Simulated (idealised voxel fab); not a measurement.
Process module heading - voxel capacitor over wiring
The cross-section shown here is cut; it is 185 nm wide and divided into square cells measuring 5 nm on a side.
Notation: cross-section as square-cell grid; stated in bands, top first, going down; one or more cell rows per band. Band: top and bottom heights (nm) first, top before bottom; then materials from left to right, widths in nm. "throughout" marks a sole material filling the band edge to edge. "air" denotes empty space. Counting heights begins at 0, where everything beneath is, in the wafer as received, one material. The lowest band has no bottom; it goes on downwards, as "0 down" shows. Read "30 to 40" as a graded width: first number on top, second number at the bottom, same change between each pair of neighbouring rows. Any step labelled "changes: none" changed none of the cells in the cross-section. "Closed empty spaces": sealed empty spaces, 8 cells or more, no open way to top, listed width x height at distance, with distance from the left edge and width, height and distance in nm. What comes after the settings on a step's line is commentary from the simulator itself on that step. overlay nm: step with mask; distance mask lay right of planned place; negative value = left of planned place.
So here's the lineup of process steps we planned:
step 1: RECEIVE | material Si
step 2: CONFORMAL_DEP | material SiO2 | thk nm 15
step 3: CONFORMAL_DEP | material SiCN | thk nm 5
step 4: DIRECTIONAL_DEP | material lowk | thk nm 20
step 5: DIRECTIONAL_DEP | material aC | thk nm 15
step 6: PATTERN | tone open | mask id METAL_1 | material resist | width nm 20 | pitch nm 75 | thk nm 35 | overlay nm 0
step 7: DIRECTIONAL_ETCH | etch materials aC | depth nm 15
step 8: STRIP | etch materials resist
step 9: DIRECTIONAL_ETCH | etch materials lowk | depth nm 20
step 10: DIRECTIONAL_ETCH | etch materials SiCN | depth nm 5
step 11: STRIP | etch materials aC
step 12: CONFORMAL_DEP | material TiN | thk nm 5
step 13: FILL_DEP | material W | thk nm 5
step 14: CMP | height nm 40
step 15: CONFORMAL_DEP | material SiCN | thk nm 5
step 16: DIRECTIONAL_DEP | material SiO2 | thk nm 15
step 17: PATTERN | tone open | mask id PLUG_1 | material resist | width nm 15 | thk nm 20 | overlay nm 0
step 18: DIRECTIONAL_ETCH | etch materials SiO2 | depth nm 15
step 19: DIRECTIONAL_ETCH | etch materials SiCN | depth nm 5
step 20: STRIP | etch materials resist
step 21: EPI | material Ru | thk nm 10
step 22: EPI | material Ru | thk nm 10
step 23: DIRECTIONAL_DEP | material TiN | thk nm 5
step 24: DIRECTIONAL_DEP | material Al2O3 | thk nm 5
step 25: DIRECTIONAL_DEP | material TiN | thk nm 5
step 26: DIRECTIONAL_DEP | material aC | thk nm 15
step 27: PATTERN | tone cover | mask id UPPER_PLATE | material resist | width nm 60 | thk nm 30 | overlay nm 0
step 28: DIRECTIONAL_ETCH | etch materials aC | depth nm 15
step 29: STRIP | etch materials resist
step 30: DIRECTIONAL_ETCH | etch materials TiN | depth nm 5
step 31: DIRECTIONAL_ETCH | etch materials Al2O3 | depth nm 5
step 32: STRIP | etch materials aC
step 33: PATTERN | tone cover | mask id LOWER_PLATE | material resist | width nm 70 | thk nm 20 | overlay nm 0
step 34: DIRECTIONAL_ETCH | etch materials TiN | depth nm 5
step 35: STRIP | etch materials resist
step 36: FILL_DEP | material SiO2 | thk nm 15
step 37: CMP | height nm 85
step 38: MASKED_ETCH | tone open | mask id PLUG_2 | width nm 15 | etch materials SiO2 | depth nm 10 | overlay nm 0
step 39: CONFORMAL_DEP | material TiN | thk nm 5
step 40: FILL_DEP | material Ru | thk nm 5
step 41: CMP | height nm 85
step 42: CONFORMAL_DEP | material SiN | thk nm 5
Wafer, first of two, run as planned:
Wafer cross-section on receipt, i.e. after step 1:
- 0 down | Si throughout
- Closed empty spaces: none
Upon completion of step 2, the wafer appears in cross-section as shown:
- 15 to 0 | SiO2 throughout
- Anything lower than 0 is untouched.
Upon completion of step 3, the wafer appears in cross-section as shown:
- 20 to 15 | SiCN throughout
- Anything lower than 15 is untouched.
Upon completion of step 4, the wafer appears in cross-section as shown:
- 40 to 20 | lowk throughout
- Anything lower than 20 is untouched.
Upon completion of step 5, the wafer appears in cross-section as shown:
- 55 to 40 | aC throughout
- Anything lower than 40 is untouched.
Upon completion of step 6, the wafer appears in cross-section as shown:
- 90 to 55 | resist 45 | air 20 | resist 55 | air 20 | resist 45
- Anything lower than 55 is untouched.
Upon completion of step 7, the wafer appears in cross-section as shown:
- 75 to 55 | resist 45 | air 20 | resist 55 | air 20 | resist 45
- 55 to 40 | aC 45 | air 20 | aC 55 | air 20 | aC 45
- Anything lower than 40 is untouched.
Upon completion of step 8, the wafer appears in cross-section as shown:
- 55 to 40 | aC 45 | air 20 | aC 55 | air 20 | aC 45
- Anything lower than 40 is untouched.
Upon completion of step 9, the wafer appears in cross-section as shown:
- 55 to 40 | aC 45 | air 20 | aC 55 | air 20 | aC 45
- 40 to 20 | lowk 45 | air 20 | lowk 55 | air 20 | lowk 45
- Anything lower than 20 is untouched.
Upon completion of step 10, the wafer appears in cross-section as shown:
- 55 to 40 | aC 45 | air 20 | aC 55 | air 20 | aC 45
- 40 to 20 | lowk 45 | air 20 | lowk 55 | air 20 | lowk 45
- 20 to 15 | SiCN 45 | air 20 | SiCN 55 | air 20 | SiCN 45
- Anything lower than 15 is untouched.
Upon completion of step 11, the wafer appears in cross-section as shown:
- 40 to 20 | lowk 45 | air 20 | lowk 55 | air 20 | lowk 45
- Anything lower than 20 is untouched.
Upon completion of step 12, the wafer appears in cross-section as shown:
- 45 to 40 | TiN 50 | air 10 | TiN 65 | air 10 | TiN 50
- 40 to 20 | lowk 45 | TiN 5 | air 10 | TiN 5 | lowk 55 | TiN 5 | air 10 | TiN 5 | lowk 45
- 20 to 15 | SiCN 45 | TiN 20 | SiCN 55 | TiN 20 | SiCN 45
- Anything lower than 15 is untouched.
Upon completion of step 13, the wafer appears in cross-section as shown:
- 50 to 45 | W throughout
- 45 to 40 | TiN 50 | W 10 | TiN 65 | W 10 | TiN 50
- 40 to 20 | lowk 45 | TiN 5 | W 10 | TiN 5 | lowk 55 | TiN 5 | W 10 | TiN 5 | lowk 45
- Anything lower than 20 is untouched.
Upon completion of step 14, the wafer appears in cross-section as shown:
- 40 to 20 | lowk 45 | TiN 5 | W 10 | TiN 5 | lowk 55 | TiN 5 | W 10 | TiN 5 | lowk 45
- Anything lower than 20 is untouched.
Upon completion of step 15, the wafer appears in cross-section as shown:
- 45 to 40 | SiCN throughout
- Anything lower than 40 is untouched.
Upon completion of step 16, the wafer appears in cross-section as shown:
- 60 to 45 | SiO2 throughout
- Anything lower than 45 is untouched.
Upon completion of step 17, the wafer appears in cross-section as shown:
- 80 to 60 | resist 50 | air 15 | resist 120
- Anything lower than 60 is untouched.
Upon completion of step 18, the wafer appears in cross-section as shown:
- 80 to 60 | resist 50 | air 15 | resist 120
- 60 to 45 | SiO2 50 | air 15 | SiO2 120
- Anything lower than 45 is untouched.
Upon completion of step 19, the wafer appears in cross-section as shown:
- 80 to 60 | resist 50 | air 15 | resist 120
- 60 to 45 | SiO2 50 | air 15 | SiO2 120
- 45 to 40 | SiCN 50 | air 15 | SiCN 120
- Anything lower than 40 is untouched.
Upon completion of step 20, the wafer appears in cross-section as shown:
- 60 to 45 | SiO2 50 | air 15 | SiO2 120
- Anything lower than 45 is untouched.
Upon completion of step 21, the wafer appears in cross-section as shown:
- 60 to 50 | SiO2 50 | air 15 | SiO2 120
- 50 to 45 | SiO2 50 | Ru 15 | SiO2 120
- 45 to 40 | SiCN 50 | Ru 15 | SiCN 120
- Anything lower than 40 is untouched.
Upon completion of step 22, the wafer appears in cross-section as shown:
- 60 to 45 | SiO2 50 | Ru 15 | SiO2 120
- Anything lower than 45 is untouched.
Upon completion of step 23, the wafer appears in cross-section as shown:
- 65 to 60 | TiN throughout
- Anything lower than 60 is untouched.
Upon completion of step 24, the wafer appears in cross-section as shown:
- 70 to 65 | Al2O3 throughout
- Anything lower than 65 is untouched.
Upon completion of step 25, the wafer appears in cross-section as shown:
- 75 to 70 | TiN throughout
- Anything lower than 70 is untouched.
Upon completion of step 26, the wafer appears in cross-section as shown:
- 90 to 75 | aC throughout
- Anything lower than 75 is untouched.
Upon completion of step 27, the wafer appears in cross-section as shown:
- 120 to 90 | air 50 | resist 60 | air 75
- Anything lower than 90 is untouched.
Upon completion of step 28, the wafer appears in cross-section as shown:
- 105 to 90 | air 50 | resist 60 | air 75
- 90 to 75 | air 50 | aC 60 | air 75
- Anything lower than 75 is untouched.
Upon completion of step 29, the wafer appears in cross-section as shown:
- 90 to 75 | air 50 | aC 60 | air 75
- Anything lower than 75 is untouched.
Upon completion of step 30, the wafer appears in cross-section as shown:
- 90 to 75 | air 50 | aC 60 | air 75
- 75 to 70 | air 50 | TiN 60 | air 75
- Anything lower than 70 is untouched.
Upon completion of step 31, the wafer appears in cross-section as shown:
- 90 to 75 | air 50 | aC 60 | air 75
- 75 to 70 | air 50 | TiN 60 | air 75
- 70 to 65 | air 50 | Al2O3 60 | air 75
- Anything lower than 65 is untouched.
Upon completion of step 32, the wafer appears in cross-section as shown:
- 75 to 70 | air 50 | TiN 60 | air 75
- Anything lower than 70 is untouched.
Upon completion of step 33, the wafer appears in cross-section as shown:
- 95 to 75 | air 45 | resist 70 | air 70
- 75 to 70 | air 45 | resist 5 | TiN 60 | resist 5 | air 70
- 70 to 65 | air 45 | resist 5 | Al2O3 60 | resist 5 | air 70
- Anything lower than 65 is untouched.
Upon completion of step 34, the wafer appears in cross-section as shown:
- 95 to 75 | air 45 | resist 70 | air 70
- 75 to 70 | air 45 | resist 5 | TiN 60 | resist 5 | air 70
- 70 to 65 | air 45 | resist 5 | Al2O3 60 | resist 5 | air 70
- 65 to 60 | air 45 | TiN 70 | air 70
- Anything lower than 60 is untouched.
Upon completion of step 35, the wafer appears in cross-section as shown:
- 75 to 70 | air 50 | TiN 60 | air 75
- 70 to 65 | air 50 | Al2O3 60 | air 75
- Anything lower than 65 is untouched.
Upon completion of step 36, the wafer appears in cross-section as shown:
- 90 to 75 | SiO2 throughout
- 75 to 70 | SiO2 50 | TiN 60 | SiO2 75
- 70 to 65 | SiO2 50 | Al2O3 60 | SiO2 75
- 65 to 60 | SiO2 45 | TiN 70 | SiO2 70
- Anything lower than 60 is untouched.
Upon completion of step 37, the wafer appears in cross-section as shown:
- 85 to 75 | SiO2 throughout
- Anything lower than 75 is untouched.
Upon completion of step 38, the wafer appears in cross-section as shown:
- 85 to 75 | SiO2 60 | air 15 | SiO2 110
- Anything lower than 75 is untouched.
Upon completion of step 39, the wafer appears in cross-section as shown:
- 90 to 85 | TiN 65 | air 5 | TiN 115
- 85 to 80 | SiO2 60 | TiN 5 | air 5 | TiN 5 | SiO2 110
- 80 to 70 | SiO2 60 to 50 | TiN 15 to 60 | SiO2 110 to 75
- Anything lower than 70 is untouched.
Upon completion of step 40, the wafer appears in cross-section as shown:
- 95 to 90 | Ru throughout
- 90 to 85 | TiN 65 | Ru 5 | TiN 115
- 85 to 80 | SiO2 60 | TiN 5 | Ru 5 | TiN 5 | SiO2 110
- Anything lower than 80 is untouched.
Upon completion of step 41, the wafer appears in cross-section as shown:
- 85 to 80 | SiO2 60 | TiN 5 | Ru 5 | TiN 5 | SiO2 110
- Anything lower than 80 is untouched.
Upon completion of step 42, the wafer appears in cross-section as shown:
- 90 to 85 | SiN throughout
- Anything lower than 85 is untouched.
The remaining wafer, second of the two, started like the first and was run to the same plan, except that one mistake was made along the way; the two coincide through step 37, inclusive:
Second wafer, cut view, end of step 38 per plan:
- 85 to 75 | SiO2 65 | air 15 | SiO2 105
- Anything lower than 75 is untouched.
Second wafer, cut view, end of step 39 per plan:
- 90 to 85 | TiN 70 | air 5 | TiN 110
- 85 to 80 | SiO2 65 | TiN 5 | air 5 | TiN 5 | SiO2 105
- 80 to 70 | SiO2 65 to 50 | TiN 15 to 60 | SiO2 105 to 75
- Anything lower than 70 is untouched.
Second wafer, cut view, end of step 40 per plan:
- 95 to 90 | Ru throughout
- 90 to 85 | TiN 70 | Ru 5 | TiN 110
- 85 to 80 | SiO2 65 | TiN 5 | Ru 5 | TiN 5 | SiO2 105
- Anything lower than 80 is untouched.
Second wafer, cut view, end of step 41 per plan:
- 85 to 80 | SiO2 65 | TiN 5 | Ru 5 | TiN 5 | SiO2 105
- Anything lower than 80 is untouched.
Second wafer, cut view, end of step 42 per plan:
- 90 to 85 | SiN throughout
- Anything lower than 85 is untouched.
Misprocessing identified: step 38: run off-plan, actual operation and settings MASKED_ETCH | tone open | mask id PLUG_2 | width nm 15 | etch materials SiO2 | depth nm 10 | overlay nm 5
Final state: per-material cell counts identical on both wafers; locations differ.
